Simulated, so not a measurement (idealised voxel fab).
process module | voxel wiring stack
cross-section cut | 160 nm wide | cells 5 nm
A cross-section is a grid of square cells, given in bands from the top down. A band is one or more rows of cells.
Each band's line starts with the height of the band's top and of its bottom, in nm. Then come its materials from left to right, each with its width in nm. One material with "throughout" fills the band from edge to edge. "air" is empty space.
Height 0 is the level under which the wafer as received is all one material. The lowest band goes on downwards, as in "0 down".
A width such as "30 to 40" changes by the same amount from each row of cells to the next, from the band's top row to its bottom row.
"no change" after a step means that no cell of the cross-section changed.
closed voids: empty space of 8 cells or more with no open way to the top, each as width x height at its distance from the left edge, in nm
after a step's settings: what the simulator itself notes on the step
overlay nm, on a step with a mask: how far to the right of its planned place the mask lay; to the left if negative
plan
1 op RECEIVE | material Si
2 op CONFORMAL_DEP | material SiO2 | thk nm 15
3 op DIRECTIONAL_DEP | material TiN | thk nm 5
4 op DIRECTIONAL_DEP | material W | thk nm 15
5 op DIRECTIONAL_DEP | material aC | thk nm 10
6 op PATTERN | tone cover | mask id METAL_1 | material resist | width nm 20 | pitch nm 45 | thk nm 25 | overlay nm 0
7 op DIRECTIONAL_ETCH | etch materials aC | depth nm 10
8 op STRIP | etch materials resist
9 op DIRECTIONAL_ETCH | etch materials W | depth nm 15
10 op DIRECTIONAL_ETCH | etch materials TiN | depth nm 5
11 op STRIP | etch materials aC
12 op CONFORMAL_DEP | material SiN | thk nm 5
13 op FILL_DEP | material lowk | thk nm 10
14 op CMP | height nm 35
15 op CONFORMAL_DEP | material SiCN | thk nm 5
16 op DIRECTIONAL_DEP | material lowk | thk nm 20
17 op PATTERN | tone open | mask id PLUG_1 | material resist | width nm 15 | thk nm 15 | overlay nm 0
18 op DIRECTIONAL_ETCH | etch materials lowk | depth nm 20
19 op DIRECTIONAL_ETCH | etch materials SiCN | depth nm 5
20 op STRIP | etch materials resist
21 op CONFORMAL_DEP | material TiN | thk nm 5
22 op FILL_DEP | material W | thk nm 5
23 op CMP | height nm 60
24 op CONFORMAL_DEP | material SiN | thk nm 5
25 op DIRECTIONAL_DEP | material lowk | thk nm 20
26 op PATTERN | tone open | mask id METAL_2 | material resist | width nm 20 | pitch nm 45 | thk nm 15 | overlay nm 0
27 op DIRECTIONAL_ETCH | etch materials lowk | depth nm 20
28 op DIRECTIONAL_ETCH | etch materials SiN | depth nm 5
29 op STRIP | etch materials resist
30 op CONFORMAL_DEP | material TiN | thk nm 5
31 op FILL_DEP | material Ru | thk nm 5
32 op CMP | height nm 85
33 op CONFORMAL_DEP | material SiCN | thk nm 5
34 op DIRECTIONAL_DEP | material lowk | thk nm 10
35 op MASKED_ETCH | tone open | mask id PLUG_2 | width nm 15 | pitch nm 45 | etch materials lowk | depth nm 10 | overlay nm 0
36 op MASKED_ETCH | tone open | mask id PLUG_2 | width nm 15 | pitch nm 45 | etch materials SiCN | depth nm 5 | overlay nm 0
37 op EPI | material Ru | thk nm 10
38 op EPI | material Ru | thk nm 5
39 op CONFORMAL_DEP | material SiCN | thk nm 5
40 op DIRECTIONAL_DEP | material SiO2 | thk nm 20
41 op PATTERN | tone open | mask id METAL_3 | material resist | width nm 20 | pitch nm 45 | thk nm 20 | overlay nm 0
42 op DIRECTIONAL_ETCH | etch materials SiO2 | depth nm 20
43 op DIRECTIONAL_ETCH | etch materials SiCN | depth nm 5
44 op STRIP | etch materials resist
45 op CONFORMAL_DEP | material TiN | thk nm 5
46 op FILL_DEP | material Cu | thk nm 5
47 op CMP | height nm 125
48 op EPI | material Ru | thk nm 5
49 op FILL_DEP | material SiCN | thk nm 5
as received, after step 1
  0 down: Si throughout
  closed voids: none
first wafer at the end, as planned
  135 to 130: SiCN throughout
  130 to 125: SiCN 40 | Ru 30 | SiCN 15 | Ru 30 | SiCN 45
  125 to 105: SiO2 45 | TiN 5 | Cu 10 | TiN 5 | SiO2 25 | TiN 5 | Cu 10 | TiN 5 | SiO2 50
  105 to 100: SiCN 45 | TiN 20 | SiCN 25 | TiN 20 | SiCN 50
  100 to 90: lowk 45 | Ru 15 | lowk 30 | Ru 15 | lowk 55
  90 to 85: SiCN 45 | Ru 15 | SiCN 30 | Ru 15 | SiCN 55
  85 to 65: lowk 45 | TiN 5 | Ru 10 | TiN 5 | lowk 25 | TiN 5 | Ru 10 | TiN 5 | lowk 50
  65 to 60: SiN 45 | TiN 20 | SiN 25 | TiN 20 | SiN 50
  60 to 40: lowk 45 | TiN 5 | W 5 | TiN 5 | lowk 100
  40 to 35: SiCN 45 | TiN 15 | SiCN 100
  35 to 20: lowk 40 | SiN 5 | W 20 | SiN 5 | lowk 15 | SiN 5 | W 20 | SiN 5 | lowk 45
  20 to 15: SiN 45 | TiN 20 | SiN 25 | TiN 20 | SiN 50
  15 to 0: SiO2 throughout
  0 down: Si throughout
  closed voids: none
second wafer at the end: like start, like plan, one mistake
  135 to 130: SiCN throughout
  130 to 125: SiCN 40 | Ru 30 | SiCN 15 | Ru 30 | SiCN 45
  125 to 105: SiO2 45 | TiN 5 | Cu 10 | TiN 5 | SiO2 25 | TiN 5 | Cu 10 | TiN 5 | SiO2 50
  105 to 100: SiCN 45 | TiN 20 | SiCN 25 | TiN 20 | SiCN 50
  100 to 90: lowk 45 | Ru 15 | lowk 30 | Ru 15 | lowk 55
  90 to 85: SiCN 45 | Ru 15 | SiCN 30 | Ru 15 | SiCN 55
  85 to 65: lowk 45 | TiN 5 | Ru 10 | TiN 5 | lowk 25 | TiN 5 | Ru 10 | TiN 5 | lowk 50
  65 to 60: SiN 45 | TiN 20 | SiN 25 | TiN 20 | SiN 50
  60 to 40: lowk 50 | TiN 5 | W 5 | TiN 5 | lowk 95
  40 to 35: SiCN 50 | TiN 15 | SiCN 95
  35 to 20: lowk 40 | SiN 5 | W 20 | SiN 5 | lowk 15 | SiN 5 | W 20 | SiN 5 | lowk 45
  20 to 15: SiN 45 | TiN 20 | SiN 25 | TiN 20 | SiN 50
  15 to 0: SiO2 throughout
  0 down: Si throughout
  closed voids: none
what went wrong: step 17 ran as: op PATTERN | tone open | mask id PLUG_1 | material resist | width nm 15 | thk nm 15 | overlay nm 5
at the end the second wafer has, in cells: as many of each material as the first, in other places
